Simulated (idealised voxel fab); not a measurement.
Documented hereafter: the process module known as voxel air gaps.
cross-section cut | 280 nm wide | cells 5 nm
Cross-section format: a grid of square cells, given as bands from top to bottom; each band is one or more rows of cells. In this notation a band is specified by the heights of its top and bottom, in that order and in nm, after which its materials appear from left to right, each paired with its width in nm. The word "everywhere" attached to a single material means that material fills the band from edge to edge; the word "air" stands for empty space. Height reference: 0 = level under which incoming wafer is all one material. Lowest band: no bottom, runs on downward, e.g. "0 down". The notation "30->40" denotes a width that varies across the rows of cells in the band, beginning at the first number in the top row, finishing at the second number in the bottom row, and changing by an identical amount from each row to the next. Reading "no alteration" for a step: not a cell of the cross-section changed in it. "Enclosed internal cavities" means: voids of 8 cells or more that are shut off from the top with no open way through. Written width x height at distance, distance from the left edge, in nm. Post-settings text on a step line: simulator's own remark regarding the step. overlay nm, on a step with a mask: how far to the right of its planned place the mask lay; to the left if negative.

plan
| 1 | RECEIVE with material Si |
| 2 | CONFORMAL_DEP with material SiO2, thk nm 10 |
| 3 | CONFORMAL_DEP with material SiCN, thk nm 5 |
| 4 | DIRECTIONAL_DEP with material lowk, thk nm 40 |
| 5 | DIRECTIONAL_DEP with material aC, thk nm 15 |
| 6 | PATTERN with tone open, mask id LINES, material resist, width nm 25, pitch nm 50, thk nm 30, overlay nm 0 |
| 7 | DIRECTIONAL_ETCH with etch materials aC, depth nm 15 |
| 8 | STRIP with etch materials resist |
| 9 | DIRECTIONAL_ETCH with etch materials lowk, depth nm 40 |
| 10 | STRIP with etch materials aC |
| 11 | CONFORMAL_DEP with material TiN, thk nm 5 |
| 12 | FILL_DEP with material Ru, thk nm 10 |
| 13 | CMP with height nm 55 |
| 14 | EPI with material Ru, thk nm 10 |
| 15 | SELECTIVE_ETCH with etch materials lowk, depth nm 50 |
| 16 | CONFORMAL_DEP with material SiCN, thk nm 5 |

Cross-sectional view of the wafer in its as-received condition, corresponding to the state after step 1
> 0 down  Si everywhere
> Enclosed internal cavities: none

Starting wafer: above. Plan: above. Run: one mistake. Cross-section after the module: below
> 70 to 65  SiCN everywhere
> 65 to 55  Ru everywhere
> 55 to 50  80 of TiN / 15 of Ru / 35 of TiN / 15 of Ru / 35 of TiN / 15 of Ru / 85 of TiN
> 50 to 15  75 of lowk / 5 of TiN / 15 of Ru / 5 of TiN / 25 of lowk / 5 of TiN / 15 of Ru / 5 of TiN / 25 of lowk / 5 of TiN / 15 of Ru / 5 of TiN / 80 of lowk
> 15 to 10  75 of lowk / 25 of TiN / 25 of lowk / 25 of TiN / 25 of lowk / 25 of TiN / 80 of lowk
> 10 to 0  SiO2 everywhere
> 0 down  Si everywhere
> Enclosed internal cavities: none
what went wrong: step 3 in the plan did not get run; it was skipped
